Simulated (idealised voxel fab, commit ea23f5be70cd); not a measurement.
Proc. module: voxel double patterning
The cross-section on display is named cut; it measures 280 nm wide, and its cells are 5 nm squares.
This document writes a cross-section as a grid whose cells are square, and gives it as bands, listed from the top down; one or more rows of cells form a band. This entry defines a band. It first specifies the height of the band's top and the height of its bottom in nm, and then specifies the band's materials from left to right, stating each material with its width in nm. The word "full width" identifies a single material that fills the band from edge to edge, while the word "empty" identifies empty space. Convention: height 0 is the level below which the wafer, as received, is all one material. The lowest band does not terminate at the bottom but continues downward, represented as "top 0, no bottom". Think of "30 to 40" as a width that walks from the first number to the second as you go down the band, top row to bottom row, taking equal-sized steps from row to row. "left unchanged", as given for a step, is the statement that not any cell of the cross-section underwent a change during that step. The list in "Sealed-off cavities" covers empty spaces of 8 cells or more that cannot reach the top through any open way, and it gives each as width x height at distance; the distance is from the left edge, and width, height and distance are in nm. On each step's line, the part that comes after the settings is the simulator's own comment on the step. A step's line can hold "overlay nm"; with a mask on that step, the setting says how far right of the planned place the mask lay, while a negative setting says it lay to the left.

These are the steps we planned for the process
| 1 | RECEIVE (material Si) |
| 2 | CONFORMAL_DEP (material SiO2; thk nm 5) |
| 3 | DIRECTIONAL_DEP (material TiN; thk nm 20) |
| 4 | DIRECTIONAL_DEP (material SiCN; thk nm 5) |
| 5 | PATTERN (tone open; mask id FIRST; material resist; width nm 15; pitch nm 50; thk nm 15; overlay nm 0) |
| 6 | DIRECTIONAL_ETCH (etch materials SiCN; depth nm 5) |
| 7 | STRIP (etch materials resist) |
| 8 | PATTERN (tone open; mask id SECOND; material resist; width nm 15; thk nm 15; overlay nm 0) |
| 9 | DIRECTIONAL_ETCH (etch materials SiCN; depth nm 5) |
| 10 | STRIP (etch materials resist) |
| 11 | DIRECTIONAL_ETCH (etch materials TiN; depth nm 20) |
| 12 | STRIP (etch materials SiCN) |
The width nm used in step 5 is not the same on every wafer, whereas the starting condition is; the value printed in the plan is the first wafer's.

First of several wafers (as received, post step 1), cross-sectional view
- top 0, no bottom = Si full width
- Sealed-off cavities: none

Each row below is a wafer at the end of the module, listing for every material the number of cells it has gained (+) or lost (-) since it was received, followed by its closed voids
width nm 15 | +56 SiO2 | +188 TiN | Sealed-off cavities: none
width nm 20 | +56 SiO2 | +180 TiN | Sealed-off cavities: none
width nm 25 | +56 SiO2 | +172 TiN | Sealed-off cavities: none
width nm 30 | +56 SiO2 | +164 TiN | Sealed-off cavities: none
